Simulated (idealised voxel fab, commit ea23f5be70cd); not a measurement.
process module | voxel tone inversion
cross-section cut | 175 nm wide | cells 5 nm
A cross-section is a grid of square cells, given in bands from the top down. A band is one or more rows of cells.
Each band's line starts with the height of the band's top and of its bottom, in nm. Then come its materials from left to right, each with its width in nm. One material with "throughout" fills the band from edge to edge. "air" is empty space.
Height 0 is the level under which the wafer as received is all one material. The lowest band goes on downwards, as in "0 down".
A width such as "30 to 40" changes by the same amount from each row of cells to the next, from the band's top row to its bottom row.
"no change" after a step means that no cell of the cross-section changed.
closed voids: empty space of 8 cells or more with no open way to the top, each as width x height at its distance from the left edge, in nm
after a step's settings: what the simulator itself notes on the step
overlay nm, on a step with a mask: how far to the right of its planned place the mask lay; to the left if negative
plan
1 op RECEIVE | material Si
2 op CONFORMAL_DEP | material SiCN | thk nm 10
3 op DIRECTIONAL_DEP | material polySi | thk nm 25
4 op PATTERN | tone cover | mask id POSTS | material resist | width nm 25 | pitch nm 45 | thk nm 30 | overlay nm 0
5 op DIRECTIONAL_ETCH | etch materials polySi | depth nm 25
6 op STRIP | etch materials resist
7 op FILL_DEP | material lowk | thk nm 5
8 op CMP | height nm 35
9 op STRIP | etch materials polySi
first wafer, as planned
as received, after step 1
  0 down: Si throughout
  closed voids: none
after step 2
  10 to 0: SiCN throughout
  below 0: unchanged
after step 3
  35 to 10: polySi throughout
  below 10: unchanged
after step 4
  65 to 35: air 30 | resist 25 | air 20 | resist 25 | air 20 | resist 25 | air 30
  below 35: unchanged
after step 5
  65 to 35: air 30 | resist 25 | air 20 | resist 25 | air 20 | resist 25 | air 30
  35 to 10: air 30 | polySi 25 | air 20 | polySi 25 | air 20 | polySi 25 | air 30
  below 10: unchanged
after step 6
  35 to 10: air 30 | polySi 25 | air 20 | polySi 25 | air 20 | polySi 25 | air 30
  below 10: unchanged
after step 7
  40 to 35: lowk throughout
  35 to 10: lowk 30 | polySi 25 | lowk 20 | polySi 25 | lowk 20 | polySi 25 | lowk 30
  below 10: unchanged
after step 8
  35 to 10: lowk 30 | polySi 25 | lowk 20 | polySi 25 | lowk 20 | polySi 25 | lowk 30
  below 10: unchanged
after step 9
  35 to 10: lowk 30 | air 25 | lowk 20 | air 25 | lowk 20 | air 25 | lowk 30
  below 10: unchanged
second wafer: like start, like plan, one mistake. Through step 1 it matches the first wafer
when step 2 should have ended
  25 to 0: polySi throughout
  below 0: unchanged
when step 3 should have ended
  35 to 25: SiCN throughout
  below 25: unchanged
when step 4 should have ended
  65 to 35: air 30 | resist 25 | air 20 | resist 25 | air 20 | resist 25 | air 30
  below 35: unchanged
when step 5 should have ended: no change
when step 6 should have ended
  35 to 25: SiCN throughout
  below 25: unchanged
when step 7 should have ended
  40 to 35: lowk throughout
  below 35: unchanged
when step 8 should have ended
  35 to 25: SiCN throughout
  below 25: unchanged
when step 9 should have ended: no change
what went wrong: steps 2 and 3 were swapped
at the end the second wafer has, in cells: 100 fewer of lowk | 175 more of polySi
